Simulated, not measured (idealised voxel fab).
The following process module bears the name voxel wiring stack.
Displayed cross-section: cut, width of 180 nm, square cells sized 5 nm.
Bands, listed from the top down, are how a cross-section gets written in this document; the cross-section itself is a grid of square cells, and a band is one or more rows of them.
Top height, bottom height, nm. Materials left to right, width each, nm. Single material + "all across" = fills band edge to edge. "air" = empty.
Heights are expressed relative to 0, this being the level below which the as-received wafer comprises one material exclusively. The lowest band is unbounded in the downward direction and is denoted as in "from 0 down".
Think of "30->40" as a width that walks from the first number to the second as you go down the band, top row to bottom row, taking equal-sized steps from row to row.
"stayed the same" for a step: no cell of the cross-section changed in that step.
Under "Entrapped voids" you'll find the enclosed gaps, the ones with no way out to the top, that are 8 cells or bigger; each reads width x height at distance, with distance counted from the left edge, everything in nm.
That trailing text on a step's line, after the settings, is the simulator's own remark on the step.
You can add "overlay nm" to a step's line. For a step with a mask, it describes how far the mask lay to the right of its planned position, and a negative number describes a lay to the left.
-- List of planned process steps
1. op RECEIVE | material Si
2. op CONFORMAL_DEP | material SiO2 | thk nm 15
3. op DIRECTIONAL_DEP | material TiN | thk nm 5
4. op DIRECTIONAL_DEP | material W | thk nm 20
5. op PATTERN | tone cover | mask id METAL_1 | material resist | width nm 20 | pitch nm 45 | thk nm 15 | overlay nm 0
6. op DIRECTIONAL_ETCH | etch materials W | depth nm 20
7. op DIRECTIONAL_ETCH | etch materials TiN | depth nm 5
8. op STRIP | etch materials resist
9. op CONFORMAL_DEP | material SiCN | thk nm 5
10. op FILL_DEP | material SiO2 | thk nm 5
11. op CMP | height nm 40
12. op CONFORMAL_DEP | material SiCN | thk nm 5
13. op DIRECTIONAL_DEP | material lowk | thk nm 25
14. op MASKED_ETCH | tone open | mask id METAL_2 | width nm 20 | pitch nm 45 | etch materials lowk | depth nm 15 | overlay nm 0
15. op PATTERN | tone open | mask id METAL_2_HOLES | material resist | width nm 15 | thk nm 20 | overlay nm 0
16. op DIRECTIONAL_ETCH | etch materials lowk | depth nm 10
17. op DIRECTIONAL_ETCH | etch materials SiCN | depth nm 5
18. op STRIP | etch materials resist
19. op CONFORMAL_DEP | material TiN | thk nm 5
20. op FILL_DEP | material Cu | thk nm 5
21. op CMP | height nm 70
22. op CONFORMAL_DEP | material SiN | thk nm 5
-- Incoming wafer, cross-sectional view, post step 1
- from 0 down | Si all across
- Entrapped voids: none
-- Wafer at module end, in section. Began as above, planned as above, run with one mistake
- from 75 to 70 | SiN all across
- from 70 to 60 | lowk=55 / TiN=5 / Cu=10 / TiN=5 / lowk=25 / TiN=5 / Cu=10 / TiN=5 / lowk=60
- from 60 to 55 | lowk=55 / TiN=5 / Cu=5 / TiN=10 / lowk=25 / TiN=20 / lowk=60
- from 55 to 45 | lowk=55 / TiN=5 / Cu=5 / TiN=5 / lowk=110
- from 45 to 40 | SiCN=55 / TiN=15 / SiCN=110
- from 40 to 35 | SiCN=55 / TiN=20 / SiCN=25 / TiN=20 / SiCN=60
- from 35 to 15 | W all across
- from 15 to 0 | SiO2 all across
- from 0 down | Si all across
- Entrapped voids: none
What went wrong in running the wafer? steps 3 and 4 of the plan were run in the wrong order, each in the other's place
